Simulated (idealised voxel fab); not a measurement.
voxel ribs on slabs: a process module
Section shown: cut. Width: 220 nm. Cell size: 5 nm, square.
Just so we're on the same page, the cross-sections are grids of square cells, and they're listed out in bands top to bottom, each band one or more rows deep.
First you get the band's top height and its bottom height, in nm, and then the materials it's made of, left to right, with each width in nm. If you see a single material with "everywhere", that one covers the band edge to edge. "air" is empty space.
Where do heights start? At 0: under that level the wafer as delivered is made of one material only. And the lowest band has no floor; it just carries on downward, as in "z 0 and below".
The expression "30..40" gives the width at the extremes of the band, the first number at its top row of cells and the second at its bottom row, with the width changing by equal amounts from each row to the next in between.
"nothing got changed" for a step: no cell of the cross-section changed in that step.
Reported under the label "Voids, fully enclosed" are the empty spaces having no open way to the top and comprising 8 cells or more; the notation for each is width x height at distance, in which the distance is measured from the left edge and all three values are in nm.
That trailing text on a step's line, after the settings, is the simulator's own remark on the step.
overlay nm: mask right of planned place by this much (step with mask). Neg. = left.
### Intended process steps
1) RECEIVE, material Si
2) DIRECTIONAL_DEP, material SiO2, thk nm 30
3) DIRECTIONAL_DEP, material polySi, thk nm 15
4) PATTERN, tone cover, mask id RIB, material resist, width nm 20, thk nm 15, overlay nm 0
5) DIRECTIONAL_ETCH, etch materials polySi, depth nm 10
6) STRIP, etch materials resist
7) MASKED_ETCH, tone cover, mask id SLAB, width nm 70, etch materials polySi, depth nm 5, overlay nm -15
8) FILL_DEP, material SiO2, thk nm 15
9) CMP, height nm 55
10) DIRECTIONAL_DEP, material TiN, thk nm 5
11) DIRECTIONAL_DEP, material aC, thk nm 15
12) PATTERN, tone cover, mask id HEATER, material resist, width nm 30, thk nm 35, overlay nm 0
13) DIRECTIONAL_ETCH, etch materials aC, depth nm 15
14) STRIP, etch materials resist
15) DIRECTIONAL_ETCH, etch materials TiN, depth nm 5
16) STRIP, etch materials aC
17) CONFORMAL_DEP, material SiO2, thk nm 5
Don't read the plan's overlay nm for step 7 as applying to every wafer: that's the first wafer's value, and the wafers differ in it, though they all start identical.
### First of several wafers, received after step 1, in cross-section
    z 0 and below = Si everywhere
    Voids, fully enclosed: none
### The table below has one row for each wafer; a row shows, as of the end of the module, how many cells of each material the wafer has gained, marked (+), or lost, marked (-), since it was received, and then the wafer's closed voids
overlay nm -15, +508 SiO2, +6 TiN, +22 polySi, Voids, fully enclosed: none
overlay nm -10, +508 SiO2, +6 TiN, +22 polySi, Voids, fully enclosed: none
overlay nm -5, +508 SiO2, +6 TiN, +22 polySi, Voids, fully enclosed: none
overlay nm 0, +508 SiO2, +6 TiN, +22 polySi, Voids, fully enclosed: none
overlay nm 5, +508 SiO2, +6 TiN, +22 polySi, Voids, fully enclosed: none
overlay nm 10, +508 SiO2, +6 TiN, +22 polySi, Voids, fully enclosed: none
overlay nm 15, +508 SiO2, +6 TiN, +22 polySi, Voids, fully enclosed: none
